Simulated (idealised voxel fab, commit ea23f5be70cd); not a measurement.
The following process module bears the name voxel self aligned contacts.
Cross-sectional view cut (width: 260 nm; square cell size: 5 nm).
Cross-sections here: square-cell grids, written as top-down lists of bands, a band being one or more rows of cells. Look at the band entry: it leads with the top's height and the bottom's height in nm. Then it lists the materials left to right, with a width in nm for each. The word "everywhere" on a single material says that material fills the band edge to edge. The word "blank" is empty space. Convention: height 0 is the level below which the wafer, as received, is all one material. The lowest band does not terminate at the bottom but continues downward, represented as "0 nm and below". You'd read "30 to 40" like this: the band's top row of cells is as wide as the first number, its bottom row is as wide as the second, and going down, every row changes width by the same amount as the row before did. Where a step carries "no alterations made", the cross-section came out of it unchanged, cell for cell. Closed-off voids of 8+ cells (no open route to the top) go in "Tabulated closed voids", written width x height at distance from the left edge, in nm. Step line, after settings: the simulator's comment on this step. Regarding "overlay nm": on a step with a mask, it is the distance the mask lay to the right of its planned place; a negative value places it to the left.
-- The process steps that were planned are listed below
1. RECEIVE, material Si
2. CONFORMAL_DEP, material SiO2, thk nm 5
3. DIRECTIONAL_DEP, material polySi, thk nm 25
4. DIRECTIONAL_DEP, material SiN, thk nm 25
5. PATTERN, tone cover, mask id GATE, material resist, width nm 25, pitch nm 70, thk nm 20, overlay nm 0
6. DIRECTIONAL_ETCH, etch materials SiN, depth nm 25
7. DIRECTIONAL_ETCH, etch materials polySi, depth nm 25
8. STRIP, etch materials resist
9. CONFORMAL_DEP, material SiN, thk nm 10
10. DIRECTIONAL_ETCH, etch materials SiN, depth nm 10
11. FILL_DEP, material SiO2, thk nm 20
12. CMP, height nm 65
13. MASKED_ETCH, tone open, mask id CONTACT, width nm 55, etch materials SiO2, depth nm 65, overlay nm 0
14. CONFORMAL_DEP, material TiN, thk nm 5
15. FILL_DEP, material Ru, thk nm 5
16. CMP, height nm 65
17. CONFORMAL_DEP, material SiN, thk nm 5
-- The first of a set of two wafers, run to plan
-- Cross-section of the wafer upon arrival, representing the state reached after step 1
* 0 nm and below | Si everywhere
* Tabulated closed voids: none
-- After step 2, in cross-section
* 5 nm to 0 nm | SiO2 everywhere
* Rest of section, below 0: as before.
-- After step 3, in cross-section
* 30 nm to 5 nm | polySi everywhere
* Rest of section, below 5: as before.
-- After step 4, in cross-section
* 55 nm to 30 nm | SiN everywhere
* Rest of section, below 30: as before.
-- After step 5, in cross-section
* 75 nm to 55 nm | blank 80 nm | resist 25 nm | blank 45 nm | resist 25 nm | blank 85 nm
* Rest of section, below 55: as before.
-- After step 6, in cross-section
* 75 nm to 55 nm | blank 80 nm | resist 25 nm | blank 45 nm | resist 25 nm | blank 85 nm
* 55 nm to 30 nm | blank 80 nm | SiN 25 nm | blank 45 nm | SiN 25 nm | blank 85 nm
* Rest of section, below 30: as before.
-- After step 7, in cross-section
* 75 nm to 55 nm | blank 80 nm | resist 25 nm | blank 45 nm | resist 25 nm | blank 85 nm
* 55 nm to 30 nm | blank 80 nm | SiN 25 nm | blank 45 nm | SiN 25 nm | blank 85 nm
* 30 nm to 5 nm | blank 80 nm | polySi 25 nm | blank 45 nm | polySi 25 nm | blank 85 nm
* Rest of section, below 5: as before.
-- After step 8, in cross-section
* 55 nm to 30 nm | blank 80 nm | SiN 25 nm | blank 45 nm | SiN 25 nm | blank 85 nm
* Rest of section, below 30: as before.
-- After step 9, in cross-section
* 65 nm to 30 nm | blank 70 nm | SiN 45 nm | blank 25 nm | SiN 45 nm | blank 75 nm
* 30 nm to 15 nm | blank 70 nm | SiN 10 nm | polySi 25 nm | SiN 10 nm | blank 25 nm | SiN 10 nm | polySi 25 nm | SiN 10 nm | blank 75 nm
* 15 nm to 5 nm | SiN 80 nm | polySi 25 nm | SiN 45 nm | polySi 25 nm | SiN 85 nm
* Rest of section, below 5: as before.
-- After step 10, in cross-section
* 55 nm to 30 nm | blank 70 nm | SiN 45 nm | blank 25 nm | SiN 45 nm | blank 75 nm
* 30 nm to 5 nm | blank 70 nm | SiN 10 nm | polySi 25 nm | SiN 10 nm | blank 25 nm | SiN 10 nm | polySi 25 nm | SiN 10 nm | blank 75 nm
* Rest of section, below 5: as before.
-- After step 11, in cross-section
* 75 nm to 55 nm | SiO2 everywhere
* 55 nm to 30 nm | SiO2 70 nm | SiN 45 nm | SiO2 25 nm | SiN 45 nm | SiO2 75 nm
* 30 nm to 5 nm | SiO2 70 nm | SiN 10 nm | polySi 25 nm | SiN 10 nm | SiO2 25 nm | SiN 10 nm | polySi 25 nm | SiN 10 nm | SiO2 75 nm
* Rest of section, below 5: as before.
-- After step 12, in cross-section
* 65 nm to 55 nm | SiO2 everywhere
* Rest of section, below 55: as before.
-- After step 13, in cross-section
* 65 nm to 55 nm | SiO2 100 nm | blank 55 nm | SiO2 105 nm
* 55 nm to 30 nm | SiO2 70 nm | SiN 45 nm | blank 25 nm | SiN 45 nm | SiO2 75 nm
* 30 nm to 5 nm | SiO2 70 nm | SiN 10 nm | polySi 25 nm | SiN 10 nm | blank 25 nm | SiN 10 nm | polySi 25 nm | SiN 10 nm | SiO2 75 nm
* 5 nm to 0 nm | SiO2 115 nm | blank 25 nm | SiO2 120 nm
* Rest of section, below 0: as before.
-- After step 14, in cross-section
* 70 nm to 65 nm | TiN 105 nm | blank 45 nm | TiN 110 nm
* 65 nm to 55 nm | SiO2 100 nm | TiN 5 to 20 nm | blank 45 to 15 nm | TiN 5 to 20 nm | SiO2 105 nm
* 55 nm to 30 nm | SiO2 70 nm | SiN 45 nm | TiN 5 nm | blank 15 nm | TiN 5 nm | SiN 45 nm | SiO2 75 nm
* 30 nm to 5 nm | SiO2 70 nm | SiN 10 nm | polySi 25 nm | SiN 10 nm | TiN 5 nm | blank 15 nm | TiN 5 nm | SiN 10 nm | polySi 25 nm | SiN 10 nm | SiO2 75 nm
* 5 nm to 0 nm | SiO2 115 nm | TiN 25 nm | SiO2 120 nm
* Rest of section, below 0: as before.
-- After step 15, in cross-section
* 75 nm to 70 nm | Ru everywhere
* 70 nm to 65 nm | TiN 105 nm | Ru 45 nm | TiN 110 nm
* 65 nm to 55 nm | SiO2 100 nm | TiN 5 to 20 nm | Ru 45 to 15 nm | TiN 5 to 20 nm | SiO2 105 nm
* 55 nm to 30 nm | SiO2 70 nm | SiN 45 nm | TiN 5 nm | Ru 15 nm | TiN 5 nm | SiN 45 nm | SiO2 75 nm
* 30 nm to 5 nm | SiO2 70 nm | SiN 10 nm | polySi 25 nm | SiN 10 nm | TiN 5 nm | Ru 15 nm | TiN 5 nm | SiN 10 nm | polySi 25 nm | SiN 10 nm | SiO2 75 nm
* Rest of section, below 5: as before.
-- After step 16, in cross-section
* 65 nm to 55 nm | SiO2 100 nm | TiN 5 to 20 nm | Ru 45 to 15 nm | TiN 5 to 20 nm | SiO2 105 nm
* Rest of section, below 55: as before.
-- After step 17, in cross-section
* 70 nm to 65 nm | SiN everywhere
* Rest of section, below 65: as before.
-- Second wafer - shared start and plan with the first - one error in running - same as the first up to step 2 inclusive
-- Planned end of step 3: second wafer, cross-section
* 30 nm to 5 nm | SiN everywhere
* Rest of section, below 5: as before.
-- Planned end of step 4: second wafer, cross-section
* 55 nm to 30 nm | polySi everywhere
* Rest of section, below 30: as before.
-- Planned end of step 5: second wafer, cross-section
* 75 nm to 55 nm | blank 80 nm | resist 25 nm | blank 45 nm | resist 25 nm | blank 85 nm
* Rest of section, below 55: as before.
Planned end of step 6: second wafer, cross-section: no alterations made
-- Planned end of step 7: second wafer, cross-section
* 75 nm to 55 nm | blank 80 nm | resist 25 nm | blank 45 nm | resist 25 nm | blank 85 nm
* 55 nm to 30 nm | blank 80 nm | polySi 25 nm | blank 45 nm | polySi 25 nm | blank 85 nm
* Rest of section, below 30: as before.
-- Planned end of step 8: second wafer, cross-section
* 55 nm to 30 nm | blank 80 nm | polySi 25 nm | blank 45 nm | polySi 25 nm | blank 85 nm
* Rest of section, below 30: as before.
-- Planned end of step 9: second wafer, cross-section
* 65 nm to 55 nm | blank 70 nm | SiN 45 nm | blank 25 nm | SiN 45 nm | blank 75 nm
* 55 nm to 40 nm | blank 70 nm | SiN 10 nm | polySi 25 nm | SiN 10 nm | blank 25 nm | SiN 10 nm | polySi 25 nm | SiN 10 nm | blank 75 nm
* 40 nm to 30 nm | SiN 80 nm | polySi 25 nm | SiN 45 nm | polySi 25 nm | SiN 85 nm
* Rest of section, below 30: as before.
-- Planned end of step 10: second wafer, cross-section
* 55 nm to 30 nm | blank 70 nm | SiN 10 nm | polySi 25 nm | SiN 10 nm | blank 25 nm | SiN 10 nm | polySi 25 nm | SiN 10 nm | blank 75 nm
* Rest of section, below 30: as before.
-- Planned end of step 11: second wafer, cross-section
* 75 nm to 55 nm | SiO2 everywhere
* 55 nm to 30 nm | SiO2 70 nm | SiN 10 nm | polySi 25 nm | SiN 10 nm | SiO2 25 nm | SiN 10 nm | polySi 25 nm | SiN 10 nm | SiO2 75 nm
* Rest of section, below 30: as before.
-- Planned end of step 12: second wafer, cross-section
* 65 nm to 55 nm | SiO2 everywhere
* Rest of section, below 55: as before.
-- Planned end of step 13: second wafer, cross-section
* 65 nm to 55 nm | SiO2 100 nm | blank 55 nm | SiO2 105 nm
* 55 nm to 30 nm | SiO2 70 nm | SiN 10 nm | polySi 25 nm | SiN 10 nm | blank 25 nm | SiN 10 nm | polySi 25 nm | SiN 10 nm | SiO2 75 nm
* Rest of section, below 30: as before.
-- Planned end of step 14: second wafer, cross-section
* 70 nm to 65 nm | TiN 105 nm | blank 45 nm | TiN 110 nm
* 65 nm to 55 nm | SiO2 100 nm | TiN 5 to 20 nm | blank 45 to 15 nm | TiN 5 to 20 nm | SiO2 105 nm
* 55 nm to 35 nm | SiO2 70 nm | SiN 10 nm | polySi 25 nm | SiN 10 nm | TiN 5 nm | blank 15 nm | TiN 5 nm | SiN 10 nm | polySi 25 nm | SiN 10 nm | SiO2 75 nm
* 35 nm to 30 nm | SiO2 70 nm | SiN 10 nm | polySi 25 nm | SiN 10 nm | TiN 25 nm | SiN 10 nm | polySi 25 nm | SiN 10 nm | SiO2 75 nm
* Rest of section, below 30: as before.
-- Planned end of step 15: second wafer, cross-section
* 75 nm to 70 nm | Ru everywhere
* 70 nm to 65 nm | TiN 105 nm | Ru 45 nm | TiN 110 nm
* 65 nm to 55 nm | SiO2 100 nm | TiN 5 to 20 nm | Ru 45 to 15 nm | TiN 5 to 20 nm | SiO2 105 nm
* 55 nm to 35 nm | SiO2 70 nm | SiN 10 nm | polySi 25 nm | SiN 10 nm | TiN 5 nm | Ru 15 nm | TiN 5 nm | SiN 10 nm | polySi 25 nm | SiN 10 nm | SiO2 75 nm
* Rest of section, below 35: as before.
-- Planned end of step 16: second wafer, cross-section
* 65 nm to 55 nm | SiO2 100 nm | TiN 5 to 20 nm | Ru 45 to 15 nm | TiN 5 to 20 nm | SiO2 105 nm
* Rest of section, below 55: as before.
-- Planned end of step 17: second wafer, cross-section
* 70 nm to 65 nm | SiN everywhere
* Rest of section, below 65: as before.
Against the plan, the run slipped here: order of steps 3 and 4 inverted relative to the plan
At the finish, the second wafer shows more or fewer cells for some materials than the first does: Ru -18, SiN +170, SiO2 -140, TiN -12
